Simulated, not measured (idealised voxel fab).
Process module under the name voxel wiring stack
In the cross-section labelled cut, the width is 280 nm and each square cell is 5 nm.
When this document writes out a cross-section, it uses a grid of square cells and lists it as bands, beginning at the top and moving down, with a band standing for one or more rows of cells. The band entry comprises the height of the band's top followed by the height of its bottom, expressed in nm, and subsequently the band's materials from left to right, each stated together with its width in nm. Where a single material is marked with the word "everywhere", that material fills the band from edge to edge. The word "empty" represents empty space. We count height from 0. Below that, the starting wafer is all one material. The lowest band never ends at the bottom but goes on down; see "0 and below" for how that is written. Width: "30 to 40" (first number = top row, second number = bottom row, same change from row to row of cells). A step reported as "nothing changed" is a step in which no cell of the cross-section changed. Voids not open to the top, 8 cells minimum: see "Enclosed void listing". Written width x height at distance; distance is from the left edge; nm. Formally, on a step line, whatever follows the settings is a remark that the simulator itself makes on the step. overlay nm: for a step with a mask, the amount by which the mask lay right of where it was planned; a negative amount means left of it.
# The following list gives the planned process steps
| 1 | RECEIVE, material Si |
| 2 | CONFORMAL_DEP, material SiO2, thk nm 10 |
| 3 | CONFORMAL_DEP, material SiN, thk nm 5 |
| 4 | DIRECTIONAL_DEP, material lowk, thk nm 20 |
| 5 | MASKED_ETCH, tone open, mask id METAL_1, width nm 20, pitch nm 50, etch materials lowk, depth nm 20, overlay nm 0 |
| 6 | MASKED_ETCH, tone open, mask id METAL_1, width nm 20, pitch nm 50, etch materials SiN, depth nm 5, overlay nm 0 |
| 7 | CONFORMAL_DEP, material TiN, thk nm 5 |
| 8 | FILL_DEP, material W, thk nm 10 |
| 9 | CMP, height nm 35 |
| 10 | CONFORMAL_DEP, material SiCN, thk nm 5 |
| 11 | DIRECTIONAL_DEP, material SiO2, thk nm 10 |
| 12 | DIRECTIONAL_DEP, material aC, thk nm 15 |
| 13 | PATTERN, tone open, mask id PLUG_1, material resist, width nm 15, pitch nm 50, thk nm 35, overlay nm 0 |
| 14 | DIRECTIONAL_ETCH, etch materials aC, depth nm 15 |
| 15 | STRIP, etch materials resist |
| 16 | DIRECTIONAL_ETCH, etch materials SiO2, depth nm 10 |
| 17 | DIRECTIONAL_ETCH, etch materials SiCN, depth nm 5 |
| 18 | STRIP, etch materials aC |
| 19 | EPI, material Ru, thk nm 10 |
| 20 | EPI, material Ru, thk nm 5 |
| 21 | DIRECTIONAL_DEP, material TiN, thk nm 5 |
| 22 | DIRECTIONAL_DEP, material Ru, thk nm 25 |
| 23 | DIRECTIONAL_DEP, material aC, thk nm 10 |
| 24 | PATTERN, tone cover, mask id METAL_2, material resist, width nm 20, pitch nm 50, thk nm 25, overlay nm 0 |
| 25 | DIRECTIONAL_ETCH, etch materials aC, depth nm 10 |
| 26 | STRIP, etch materials resist |
| 27 | DIRECTIONAL_ETCH, etch materials Ru, depth nm 25 |
| 28 | DIRECTIONAL_ETCH, etch materials TiN, depth nm 5 |
| 29 | STRIP, etch materials aC |
| 30 | FILL_DEP, material lowk, thk nm 10 |
| 31 | CMP, height nm 80 |
| 32 | CONFORMAL_DEP, material SiN, thk nm 5 |
The wafers in this document start out alike and differ in the thk nm applied at step 10; the plan shows the value used for the first wafer.
# Cross-section of the first of several wafers on receipt, reflecting completion of step 1
> 0 and below = Si everywhere
> Enclosed void listing: none
# First of several wafers, sectioned at end of module (last step: step 32)
> 85 down to 80 = SiN everywhere
> 80 down to 55 = 55 of lowk | 20 of Ru | 30 of lowk | 20 of Ru | 30 of lowk | 20 of Ru | 30 of lowk | 20 of Ru | 55 of lowk
> 55 down to 50 = 55 of lowk | 20 of TiN | 30 of lowk | 20 of TiN | 30 of lowk | 20 of TiN | 30 of lowk | 20 of TiN | 55 of lowk
> 50 down to 40 = 55 of SiO2 | 15 of Ru | 35 of SiO2 | 15 of Ru | 35 of SiO2 | 15 of Ru | 35 of SiO2 | 15 of Ru | 60 of SiO2
> 40 down to 35 = 55 of SiCN | 15 of Ru | 35 of SiCN | 15 of Ru | 35 of SiCN | 15 of Ru | 35 of SiCN | 15 of Ru | 60 of SiCN
> 35 down to 15 = 55 of lowk | 5 of TiN | 10 of W | 5 of TiN | 30 of lowk | 5 of TiN | 10 of W | 5 of TiN | 30 of lowk | 5 of TiN | 10 of W | 5 of TiN | 30 of lowk | 5 of TiN | 10 of W | 5 of TiN | 55 of lowk
> 15 down to 10 = 55 of SiN | 20 of TiN | 30 of SiN | 20 of TiN | 30 of SiN | 20 of TiN | 30 of SiN | 20 of TiN | 55 of SiN
> 10 down to 0 = SiO2 everywhere
> 0 and below = Si everywhere
> Enclosed void listing: none
# Last wafer of the set, cross-sectioned at end of module
> 85 down to 80 = SiN everywhere
> 80 down to 70 = 55 of lowk | 20 of Ru | 30 of lowk | 20 of Ru | 30 of lowk | 20 of Ru | 30 of lowk | 20 of Ru | 55 of lowk
> 70 down to 65 = 55 of lowk | 15 of Ru | 5 of TiN | 30 of lowk | 15 of Ru | 5 of TiN | 30 of lowk | 15 of Ru | 5 of TiN | 30 of lowk | 15 of Ru | 5 of TiN | 55 of lowk
> 65 down to 55 = 55 of SiO2 | 15 of Ru | 35 of SiO2 | 15 of Ru | 35 of SiO2 | 15 of Ru | 35 of SiO2 | 15 of Ru | 60 of SiO2
> 55 down to 50 = 55 of SiCN | 15 of TiN | 35 of SiCN | 15 of TiN | 35 of SiCN | 15 of TiN | 35 of SiCN | 15 of TiN | 60 of SiCN
> 50 down to 35 = SiCN everywhere
> 35 down to 15 = 55 of lowk | 5 of TiN | 10 of W | 5 of TiN | 30 of lowk | 5 of TiN | 10 of W | 5 of TiN | 30 of lowk | 5 of TiN | 10 of W | 5 of TiN | 30 of lowk | 5 of TiN | 10 of W | 5 of TiN | 55 of lowk
> 15 down to 10 = 55 of SiN | 20 of TiN | 30 of SiN | 20 of TiN | 30 of SiN | 20 of TiN | 30 of SiN | 20 of TiN | 55 of SiN
> 10 down to 0 = SiO2 everywhere
> 0 and below = Si everywhere
> Enclosed void listing: none
# Below is a per-wafer table. In it, each row describes the wafer at the end of the module by giving, for each material, the number of cells gained (+) or lost (-) since the wafer was received, and after that the closed voids of the wafer
thk nm 5; +116 Ru; +44 SiCN; +96 SiN; +200 SiO2; +64 TiN; +32 W; +400 lowk; Enclosed void listing: none
thk nm 10; +76 Ru; +100 SiCN; +96 SiN; +200 SiO2; +64 TiN; +32 W; +384 lowk; Enclosed void listing: none
thk nm 15; +72 Ru; +156 SiCN; +96 SiN; +200 SiO2; +64 TiN; +32 W; +332 lowk; Enclosed void listing: none
thk nm 20; +68 Ru; +212 SiCN; +96 SiN; +200 SiO2; +64 TiN; +32 W; +280 lowk; Enclosed void listing: none
